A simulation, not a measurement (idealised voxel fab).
voxel self aligned contacts: a process module
Cross-sectional view cut (width: 250 nm; square cell size: 5 nm).
In what follows, cross-sections appear as grids of square cells, described through bands that run from the top down, where every band is one or more rows of cells. Within each band entry, the heights of the top and of the bottom of the band appear first, in that order and in nm; the materials of the band then follow from left to right, each with its corresponding width in nm. The designation "all across" on a single material indicates that it fills the band from edge to edge; the designation "empty" indicates empty space. Height 0 is the level under which the wafer as received is all one material. The lowest band goes on downwards, as in "0 and below". Width: "30->40" (first number = top row, second number = bottom row, same change from row to row of cells). The designation "left unchanged", where it is given for a processing step, indicates that no cell of the cross-section was altered in the course of that step. Empty spaces without an open route to the top, at least 8 cells in extent, make up the entry "Entrapped voids"; each is given as width x height at distance, where the distance is measured from the left edge, and all are in nm. If you see something after the settings on a step's line, that's the simulator's own remark about that step. overlay nm, on a step with a mask: how far to the right of its planned place the mask lay; to the left if negative.
### Planned process steps
- 1: RECEIVE: material Si
- 2: CONFORMAL_DEP: material SiO2, thk nm 5
- 3: DIRECTIONAL_DEP: material polySi, thk nm 25
- 4: DIRECTIONAL_DEP: material SiN, thk nm 20
- 5: DIRECTIONAL_DEP: material aC, thk nm 10
- 6: PATTERN: tone cover, mask id GATE, material resist, width nm 35, pitch nm 70, thk nm 30, overlay nm 0
- 7: DIRECTIONAL_ETCH: etch materials aC, depth nm 10
- 8: STRIP: etch materials resist
- 9: DIRECTIONAL_ETCH: etch materials SiN, depth nm 20
- 10: DIRECTIONAL_ETCH: etch materials polySi, depth nm 25
- 11: STRIP: etch materials aC
- 12: CONFORMAL_DEP: material SiN, thk nm 5
- 13: DIRECTIONAL_ETCH: etch materials SiN, depth nm 5
- 14: FILL_DEP: material SiO2, thk nm 15
- 15: CMP: height nm 60
- 16: DIRECTIONAL_DEP: material aC, thk nm 10
- 17: PATTERN: tone open, mask id CONTACT, material resist, width nm 55, pitch nm 70, thk nm 25, overlay nm 0
- 18: DIRECTIONAL_ETCH: etch materials aC, depth nm 10
- 19: STRIP: etch materials resist
- 20: DIRECTIONAL_ETCH: etch materials SiO2, depth nm 60
- 21: STRIP: etch materials aC
- 22: CONFORMAL_DEP: material TiN, thk nm 5
- 23: FILL_DEP: material Ru, thk nm 10
- 24: CMP: height nm 50
- 25: CONFORMAL_DEP: material SiN, thk nm 5
The wafers are alike at the start. At step 24, their height nm differs. The plan lists the first wafer's value.
### Cross-section: the first of several wafers in its as-received state, i.e. following step 1
* 0 and below = Si all across
* Entrapped voids: none
### At the end of the module, after its last step, step 25, the first of several wafers appears in cross-section as follows
* 55 down to 50 = SiN all across
* 50 down to 30 = 30 of SiO2 | 45 of SiN | 5 of TiN | 15 of Ru | 5 of TiN | 45 of SiN | 5 of TiN | 15 of Ru | 5 of TiN | 45 of SiN | 35 of SiO2
* 30 down to 5 = 30 of SiO2 | 5 of SiN | 35 of polySi | 5 of SiN | 5 of TiN | 15 of Ru | 5 of TiN | 5 of SiN | 35 of polySi | 5 of SiN | 5 of TiN | 15 of Ru | 5 of TiN | 5 of SiN | 35 of polySi | 5 of SiN | 35 of SiO2
* 5 down to 0 = 75 of SiO2 | 25 of TiN | 45 of SiO2 | 25 of TiN | 80 of SiO2
* 0 and below = Si all across
* Entrapped voids: none
### Cross-sectional view, end of module, last wafer of several
* 80 down to 75 = SiN all across
* 75 down to 65 = Ru all across
* 65 down to 60 = 65 of TiN | 45 of Ru | 25 of TiN | 45 of Ru | 70 of TiN
* 60 down to 50 = 60 of SiO2 | 5->20 of TiN | 45->15 of Ru | 5->20 of TiN | 15 of SiO2 | 5->20 of TiN | 45->15 of Ru | 5->20 of TiN | 65 of SiO2
* 50 down to 30 = 30 of SiO2 | 45 of SiN | 5 of TiN | 15 of Ru | 5 of TiN | 45 of SiN | 5 of TiN | 15 of Ru | 5 of TiN | 45 of SiN | 35 of SiO2
* 30 down to 5 = 30 of SiO2 | 5 of SiN | 35 of polySi | 5 of SiN | 5 of TiN | 15 of Ru | 5 of TiN | 5 of SiN | 35 of polySi | 5 of SiN | 5 of TiN | 15 of Ru | 5 of TiN | 5 of SiN | 35 of polySi | 5 of SiN | 35 of SiO2
* 5 down to 0 = 75 of SiO2 | 25 of TiN | 45 of SiO2 | 25 of TiN | 80 of SiO2
* 0 and below = Si all across
* Entrapped voids: none
### The table below has one row for each wafer; a row shows, as of the end of the module, how many cells of each material the wafer has gained, marked (+), or lost, marked (-), since it was received, and then the wafer's closed voids
height nm 50, +54 Ru, +188 SiN, +157 SiO2, +46 TiN, +105 polySi, Entrapped voids: none
height nm 55, +60 Ru, +188 SiN, +185 SiO2, +62 TiN, +105 polySi, Entrapped voids: none
height nm 60, +78 Ru, +188 SiN, +213 SiO2, +66 TiN, +105 polySi, Entrapped voids: none
height nm 65, +96 Ru, +188 SiN, +213 SiO2, +98 TiN, +105 polySi, Entrapped voids: none
height nm 70, +146 Ru, +188 SiN, +213 SiO2, +98 TiN, +105 polySi, Entrapped voids: none
height nm 75, +196 Ru, +188 SiN, +213 SiO2, +98 TiN, +105 polySi, Entrapped voids: none
